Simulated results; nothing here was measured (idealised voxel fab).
process module | voxel gate over fins
cross-section cut | 260 nm wide | cells 5 nm
A cross-section is a grid of square cells, given in bands from the top down. A band is one or more rows of cells.
Each band's line starts with the height of the band's top and of its bottom, in nm. Then come its materials from left to right, each with its width in nm. One material with "throughout" fills the band from edge to edge. "air" is empty space.
Height 0 is the level under which the wafer as received is all one material. The lowest band goes on downwards, as in "0 down".
A width such as "30 to 40" changes by the same amount from each row of cells to the next, from the band's top row to its bottom row.
"no change" after a step means that no cell of the cross-section changed.
closed voids: empty space of 8 cells or more with no open way to the top, each as width x height at its distance from the left edge, in nm
after a step's settings: what the simulator itself notes on the step
overlay nm, on a step with a mask: how far to the right of its planned place the mask lay; to the left if negative
plan
1 op RECEIVE | material Si
2 op CONFORMAL_DEP | material SiN | thk nm 5
3 op MASKED_ETCH | tone cover | mask id FINS | width nm 15 | pitch nm 35 | etch materials SiN | depth nm 5 | overlay nm 0
4 op MASKED_ETCH | tone cover | mask id FINS | width nm 15 | pitch nm 35 | etch materials Si | depth nm 35 | overlay nm 0
5 op OXIDIZE | depth nm 5
6 op FILL_DEP | material SiO2 | thk nm 15
7 op CMP | height nm 5
8 op SELECTIVE_ETCH | etch materials SiO2 | depth nm 20
9 op STRIP | etch materials SiN
10 op CONFORMAL_DEP | material HfO2 | thk nm 5
11 op CONFORMAL_DEP | material TiN | thk nm 5
12 op CONFORMAL_DEP | material TiAl | thk nm 5
13 op CONFORMAL_DEP | material TiN | thk nm 5
14 op FILL_DEP | material W | thk nm 15
15 op CMP | height nm 30
16 op CONFORMAL_DEP | material SiN | thk nm 10
as received, after step 1
  0 down: Si throughout
  closed voids: none
first wafer at the end, as planned
  40 to 30: SiN throughout
  30 to 20: W throughout
  20 to 15: W 90 | TiN 80 | W 90
  15 to 10: W 90 | TiN 5 | TiAl 70 | TiN 5 | W 90
  10 to 5: W 90 | TiN 5 | TiAl 5 | TiN 25 | TiAl 10 | TiN 25 | TiAl 5 | TiN 5 | W 90
  5 to 0: TiN 95 | TiAl 5 | TiN 5 | HfO2 15 | TiN 5 | TiAl 10 | TiN 5 | HfO2 15 | TiN 5 | TiAl 5 | TiN 95
  0 to -5: TiAl 100 | TiN 5 | HfO2 5 | Si 5 | HfO2 5 | TiN 5 | TiAl 10 | TiN 5 | HfO2 5 | Si 5 | HfO2 5 | TiN 5 | TiAl 100
  -5 to -10: TiN 105 | HfO2 5 | Si 5 | HfO2 5 | TiN 20 | HfO2 5 | Si 5 | HfO2 5 | TiN 105
  -10 to -15: HfO2 110 | Si 5 | HfO2 30 | Si 5 | HfO2 110
  -15 to -40: SiO2 110 | Si 5 | SiO2 30 | Si 5 | SiO2 110
  -40 down: Si throughout
  closed voids: none
second wafer at the end: like start, like plan, one mistake
  40 to 30: SiN throughout
  30 to 20: W throughout
  20 to 15: TiN throughout
  15 to 10: TiAl throughout
  10 to 5: TiN throughout
  5 to 0: HfO2 throughout
  0 to -40: SiO2 110 | Si 5 | SiO2 30 | Si 5 | SiO2 110
  -40 down: Si throughout
  closed voids: none
what went wrong: step 7 was left out
at the end the second wafer has, in cells: 12 fewer of HfO2 | 150 more of SiO2 | 12 fewer of TiAl | 18 fewer of TiN | 108 fewer of W
